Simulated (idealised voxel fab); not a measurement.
process module | voxel capacitor over wiring
cross-section cut | 235 nm wide | cells 5 nm
A cross-section is a grid of square cells, given in bands from the top down. A band is one or more rows of cells.
Each band's line starts with the height of the band's top and of its bottom, in nm. Then come its materials from left to right, each with its width in nm. One material with "throughout" fills the band from edge to edge. "air" is empty space.
Height 0 is the level under which the wafer as received is all one material. The lowest band goes on downwards, as in "0 down".
A width such as "30 to 40" changes by the same amount from each row of cells to the next, from the band's top row to its bottom row.
"no change" after a step means that no cell of the cross-section changed.
closed voids: empty space of 8 cells or more with no open way to the top, each as width x height at its distance from the left edge, in nm
after a step's settings: what the simulator itself notes on the step
overlay nm, on a step with a mask: how far to the right of its planned place the mask lay; to the left if negative
plan
1 op RECEIVE | material Si
2 op CONFORMAL_DEP | material SiO2 | thk nm 15
3 op CONFORMAL_DEP | material SiN | thk nm 5
4 op DIRECTIONAL_DEP | material SiO2 | thk nm 15
5 op DIRECTIONAL_DEP | material aC | thk nm 10
6 op PATTERN | tone open | mask id METAL_1 | material resist | width nm 25 | pitch nm 90 | thk nm 30 | overlay nm 0
7 op DIRECTIONAL_ETCH | etch materials aC | depth nm 10
8 op STRIP | etch materials resist
9 op DIRECTIONAL_ETCH | etch materials SiO2 | depth nm 15
10 op DIRECTIONAL_ETCH | etch materials SiN | depth nm 5
11 op STRIP | etch materials aC
12 op CONFORMAL_DEP | material TiN | thk nm 5
13 op FILL_DEP | material Cu | thk nm 5
14 op CMP | height nm 35
15 op EPI | material Ru | thk nm 5
16 op FILL_DEP | material SiCN | thk nm 5
17 op DIRECTIONAL_DEP | material lowk | thk nm 15
18 op DIRECTIONAL_DEP | material aC | thk nm 10
19 op PATTERN | tone open | mask id PLUG_1 | material resist | width nm 15 | thk nm 30 | overlay nm 0
20 op DIRECTIONAL_ETCH | etch materials aC | depth nm 10
21 op STRIP | etch materials resist
22 op DIRECTIONAL_ETCH | etch materials lowk | depth nm 15
23 op DIRECTIONAL_ETCH | etch materials SiCN | depth nm 5
24 op STRIP | etch materials aC
25 op EPI | material Ru | thk nm 10
26 op EPI | material Ru | thk nm 10
27 op DIRECTIONAL_DEP | material TiN | thk nm 5
28 op DIRECTIONAL_DEP | material Al2O3 | thk nm 5
29 op DIRECTIONAL_DEP | material TiN | thk nm 10
30 op MASKED_ETCH | tone cover | mask id UPPER_PLATE | width nm 70 | etch materials TiN | depth nm 10 | overlay nm 0
31 op MASKED_ETCH | tone cover | mask id UPPER_PLATE | width nm 70 | etch materials Al2O3 | depth nm 5 | overlay nm 0
32 op DIRECTIONAL_DEP | material aC | thk nm 15
33 op PATTERN | tone cover | mask id LOWER_PLATE | material resist | width nm 80 | thk nm 35 | overlay nm 0
34 op DIRECTIONAL_ETCH | etch materials aC | depth nm 15
35 op STRIP | etch materials resist
36 op DIRECTIONAL_ETCH | etch materials TiN | depth nm 5
37 op STRIP | etch materials aC
38 op FILL_DEP | material SiO2 | thk nm 15
39 op CMP | height nm 90
40 op DIRECTIONAL_DEP | material aC | thk nm 15
41 op PATTERN | tone open | mask id PLUG_2 | material resist | width nm 15 | thk nm 35 | overlay nm 0
42 op DIRECTIONAL_ETCH | etch materials aC | depth nm 15
43 op STRIP | etch materials resist
44 op DIRECTIONAL_ETCH | etch materials SiO2 | depth nm 10
45 op STRIP | etch materials aC
46 op CONFORMAL_DEP | material TiN | thk nm 5
47 op FILL_DEP | material Ru | thk nm 5
48 op CMP | height nm 90
49 op CONFORMAL_DEP | material SiCN | thk nm 5
first wafer, as planned
as received, after step 1
  0 down: Si throughout
  closed voids: none
after step 2
  15 to 0: SiO2 throughout
  below 0: unchanged
after step 3
  20 to 15: SiN throughout
  below 15: unchanged
after step 4
  35 to 20: SiO2 throughout
  below 20: unchanged
after step 5
  45 to 35: aC throughout
  below 35: unchanged
after step 6
  75 to 45: resist 60 | air 25 | resist 65 | air 25 | resist 60
  below 45: unchanged
after step 7
  65 to 45: resist 60 | air 25 | resist 65 | air 25 | resist 60
  45 to 35: aC 60 | air 25 | aC 65 | air 25 | aC 60
  below 35: unchanged
after step 8
  45 to 35: aC 60 | air 25 | aC 65 | air 25 | aC 60
  below 35: unchanged
after step 9
  45 to 35: aC 60 | air 25 | aC 65 | air 25 | aC 60
  35 to 20: SiO2 60 | air 25 | SiO2 65 | air 25 | SiO2 60
  below 20: unchanged
after step 10
  45 to 35: aC 60 | air 25 | aC 65 | air 25 | aC 60
  35 to 20: SiO2 60 | air 25 | SiO2 65 | air 25 | SiO2 60
  20 to 15: SiN 60 | air 25 | SiN 65 | air 25 | SiN 60
  below 15: unchanged
after step 11
  35 to 20: SiO2 60 | air 25 | SiO2 65 | air 25 | SiO2 60
  below 20: unchanged
after step 12
  40 to 35: TiN 65 | air 15 | TiN 75 | air 15 | TiN 65
  35 to 20: SiO2 60 | TiN 5 | air 15 | TiN 5 | SiO2 65 | TiN 5 | air 15 | TiN 5 | SiO2 60
  20 to 15: SiN 60 | TiN 25 | SiN 65 | TiN 25 | SiN 60
  below 15: unchanged
after step 13
  45 to 40: Cu throughout
  40 to 35: TiN 65 | Cu 15 | TiN 75 | Cu 15 | TiN 65
  35 to 20: SiO2 60 | TiN 5 | Cu 15 | TiN 5 | SiO2 65 | TiN 5 | Cu 15 | TiN 5 | SiO2 60
  below 20: unchanged
after step 14
  35 to 20: SiO2 60 | TiN 5 | Cu 15 | TiN 5 | SiO2 65 | TiN 5 | Cu 15 | TiN 5 | SiO2 60
  below 20: unchanged
after step 15
  40 to 35: air 55 | Ru 35 | air 55 | Ru 35 | air 55
  below 35: unchanged
after step 16
  45 to 40: SiCN throughout
  40 to 35: SiCN 55 | Ru 35 | SiCN 55 | Ru 35 | SiCN 55
  below 35: unchanged
after step 17
  60 to 45: lowk throughout
  below 45: unchanged
after step 18
  70 to 60: aC throughout
  below 60: unchanged
after step 19
  100 to 70: resist 70 | air 15 | resist 150
  below 70: unchanged
after step 20
  90 to 70: resist 70 | air 15 | resist 150
  70 to 60: aC 70 | air 15 | aC 150
  below 60: unchanged
after step 21
  70 to 60: aC 70 | air 15 | aC 150
  below 60: unchanged
after step 22
  70 to 60: aC 70 | air 15 | aC 150
  60 to 45: lowk 70 | air 15 | lowk 150
  below 45: unchanged
after step 23
  70 to 60: aC 70 | air 15 | aC 150
  60 to 45: lowk 70 | air 15 | lowk 150
  45 to 40: SiCN 70 | air 15 | SiCN 150
  below 40: unchanged
after step 24
  60 to 45: lowk 70 | air 15 | lowk 150
  below 45: unchanged
after step 25
  60 to 50: lowk 70 | air 15 | lowk 150
  50 to 45: lowk 70 | Ru 15 | lowk 150
  45 to 40: SiCN 70 | Ru 15 | SiCN 150
  below 40: unchanged
after step 26
  60 to 45: lowk 70 | Ru 15 | lowk 150
  below 45: unchanged
after step 27
  65 to 60: TiN throughout
  below 60: unchanged
after step 28
  70 to 65: Al2O3 throughout
  below 65: unchanged
after step 29
  80 to 70: TiN throughout
  below 70: unchanged
after step 30
  80 to 70: air 70 | TiN 70 | air 95
  below 70: unchanged
after step 31
  80 to 70: air 70 | TiN 70 | air 95
  70 to 65: air 70 | Al2O3 70 | air 95
  below 65: unchanged
after step 32
  95 to 80: air 70 | aC 70 | air 95
  80 to 70: aC 70 | TiN 70 | aC 95
  70 to 65: aC 70 | Al2O3 70 | aC 95
  below 65: unchanged
after step 33
  130 to 95: air 65 | resist 80 | air 90
  95 to 80: air 65 | resist 5 | aC 70 | resist 5 | air 90
  below 80: unchanged
after step 34
  115 to 95: air 65 | resist 80 | air 90
  95 to 80: air 65 | resist 5 | aC 70 | resist 5 | air 90
  80 to 70: air 65 | aC 5 | TiN 70 | aC 5 | air 90
  70 to 65: air 65 | aC 5 | Al2O3 70 | aC 5 | air 90
  below 65: unchanged
after step 35
  95 to 80: air 70 | aC 70 | air 95
  below 80: unchanged
after step 36
  95 to 80: air 70 | aC 70 | air 95
  80 to 70: air 65 | aC 5 | TiN 70 | aC 5 | air 90
  70 to 65: air 65 | aC 5 | Al2O3 70 | aC 5 | air 90
  65 to 60: air 65 | TiN 80 | air 90
  below 60: unchanged
after step 37
  80 to 70: air 70 | TiN 70 | air 95
  70 to 65: air 70 | Al2O3 70 | air 95
  below 65: unchanged
after step 38
  95 to 80: SiO2 throughout
  80 to 70: SiO2 70 | TiN 70 | SiO2 95
  70 to 65: SiO2 70 | Al2O3 70 | SiO2 95
  65 to 60: SiO2 65 | TiN 80 | SiO2 90
  below 60: unchanged
after step 39
  90 to 80: SiO2 throughout
  below 80: unchanged
after step 40
  105 to 90: aC throughout
  below 90: unchanged
after step 41
  140 to 105: resist 80 | air 15 | resist 140
  below 105: unchanged
after step 42
  125 to 105: resist 80 | air 15 | resist 140
  105 to 90: aC 80 | air 15 | aC 140
  below 90: unchanged
after step 43
  105 to 90: aC 80 | air 15 | aC 140
  below 90: unchanged
after step 44
  105 to 90: aC 80 | air 15 | aC 140
  90 to 80: SiO2 80 | air 15 | SiO2 140
  below 80: unchanged
after step 45
  90 to 80: SiO2 80 | air 15 | SiO2 140
  below 80: unchanged
after step 46
  95 to 90: TiN 85 | air 5 | TiN 145
  90 to 85: SiO2 80 | TiN 5 | air 5 | TiN 5 | SiO2 140
  85 to 80: SiO2 80 | TiN 15 | SiO2 140
  below 80: unchanged
after step 47
  100 to 95: Ru throughout
  95 to 90: TiN 85 | Ru 5 | TiN 145
  90 to 85: SiO2 80 | TiN 5 | Ru 5 | TiN 5 | SiO2 140
  below 85: unchanged
after step 48
  90 to 85: SiO2 80 | TiN 5 | Ru 5 | TiN 5 | SiO2 140
  below 85: unchanged
after step 49
  95 to 90: SiCN throughout
  below 90: unchanged
second wafer: like start, like plan, one mistake. Through step 18 it matches the first wafer
when step 19 should have ended
  100 to 70: resist 75 | air 15 | resist 145
  below 70: unchanged
when step 20 should have ended
  90 to 70: resist 75 | air 15 | resist 145
  70 to 60: aC 75 | air 15 | aC 145
  below 60: unchanged
when step 21 should have ended
  70 to 60: aC 75 | air 15 | aC 145
  below 60: unchanged
when step 22 should have ended
  70 to 60: aC 75 | air 15 | aC 145
  60 to 45: lowk 75 | air 15 | lowk 145
  below 45: unchanged
when step 23 should have ended
  70 to 60: aC 75 | air 15 | aC 145
  60 to 45: lowk 75 | air 15 | lowk 145
  45 to 40: SiCN 75 | air 15 | SiCN 145
  below 40: unchanged
when step 24 should have ended
  60 to 45: lowk 75 | air 15 | lowk 145
  below 45: unchanged
when step 25 should have ended
  60 to 50: lowk 75 | air 15 | lowk 145
  50 to 45: lowk 75 | Ru 15 | lowk 145
  45 to 40: SiCN 75 | Ru 15 | SiCN 145
  below 40: unchanged
when step 26 should have ended
  60 to 45: lowk 75 | Ru 15 | lowk 145
  below 45: unchanged
when step 27 should have ended
  65 to 60: TiN throughout
  below 60: unchanged
when step 28 should have ended
  70 to 65: Al2O3 throughout
  below 65: unchanged
when step 29 should have ended
  80 to 70: TiN throughout
  below 70: unchanged
when step 30 should have ended
  80 to 70: air 70 | TiN 70 | air 95
  below 70: unchanged
when step 31 should have ended
  80 to 70: air 70 | TiN 70 | air 95
  70 to 65: air 70 | Al2O3 70 | air 95
  below 65: unchanged
when step 32 should have ended
  95 to 80: air 70 | aC 70 | air 95
  80 to 70: aC 70 | TiN 70 | aC 95
  70 to 65: aC 70 | Al2O3 70 | aC 95
  below 65: unchanged
when step 33 should have ended
  130 to 95: air 65 | resist 80 | air 90
  95 to 80: air 65 | resist 5 | aC 70 | resist 5 | air 90
  below 80: unchanged
when step 34 should have ended
  115 to 95: air 65 | resist 80 | air 90
  95 to 80: air 65 | resist 5 | aC 70 | resist 5 | air 90
  80 to 70: air 65 | aC 5 | TiN 70 | aC 5 | air 90
  70 to 65: air 65 | aC 5 | Al2O3 70 | aC 5 | air 90
  below 65: unchanged
when step 35 should have ended
  95 to 80: air 70 | aC 70 | air 95
  below 80: unchanged
when step 36 should have ended
  95 to 80: air 70 | aC 70 | air 95
  80 to 70: air 65 | aC 5 | TiN 70 | aC 5 | air 90
  70 to 65: air 65 | aC 5 | Al2O3 70 | aC 5 | air 90
  65 to 60: air 65 | TiN 80 | air 90
  below 60: unchanged
when step 37 should have ended
  80 to 70: air 70 | TiN 70 | air 95
  70 to 65: air 70 | Al2O3 70 | air 95
  below 65: unchanged
when step 38 should have ended
  95 to 80: SiO2 throughout
  80 to 70: SiO2 70 | TiN 70 | SiO2 95
  70 to 65: SiO2 70 | Al2O3 70 | SiO2 95
  65 to 60: SiO2 65 | TiN 80 | SiO2 90
  below 60: unchanged
when step 39 should have ended
  90 to 80: SiO2 throughout
  below 80: unchanged
when step 40 should have ended
  105 to 90: aC throughout
  below 90: unchanged
when step 41 should have ended
  140 to 105: resist 80 | air 15 | resist 140
  below 105: unchanged
when step 42 should have ended
  125 to 105: resist 80 | air 15 | resist 140
  105 to 90: aC 80 | air 15 | aC 140
  below 90: unchanged
when step 43 should have ended
  105 to 90: aC 80 | air 15 | aC 140
  below 90: unchanged
when step 44 should have ended
  105 to 90: aC 80 | air 15 | aC 140
  90 to 80: SiO2 80 | air 15 | SiO2 140
  below 80: unchanged
when step 45 should have ended
  90 to 80: SiO2 80 | air 15 | SiO2 140
  below 80: unchanged
when step 46 should have ended
  95 to 90: TiN 85 | air 5 | TiN 145
  90 to 85: SiO2 80 | TiN 5 | air 5 | TiN 5 | SiO2 140
  85 to 80: SiO2 80 | TiN 15 | SiO2 140
  below 80: unchanged
when step 47 should have ended
  100 to 95: Ru throughout
  95 to 90: TiN 85 | Ru 5 | TiN 145
  90 to 85: SiO2 80 | TiN 5 | Ru 5 | TiN 5 | SiO2 140
  below 85: unchanged
when step 48 should have ended
  90 to 85: SiO2 80 | TiN 5 | Ru 5 | TiN 5 | SiO2 140
  below 85: unchanged
when step 49 should have ended
  95 to 90: SiCN throughout
  below 90: unchanged
what went wrong: step 19 ran as: op PATTERN | tone open | mask id PLUG_1 | material resist | width nm 15 | thk nm 30 | overlay nm 5
at the end the second wafer has, in cells: as many of each material as the first, in other places
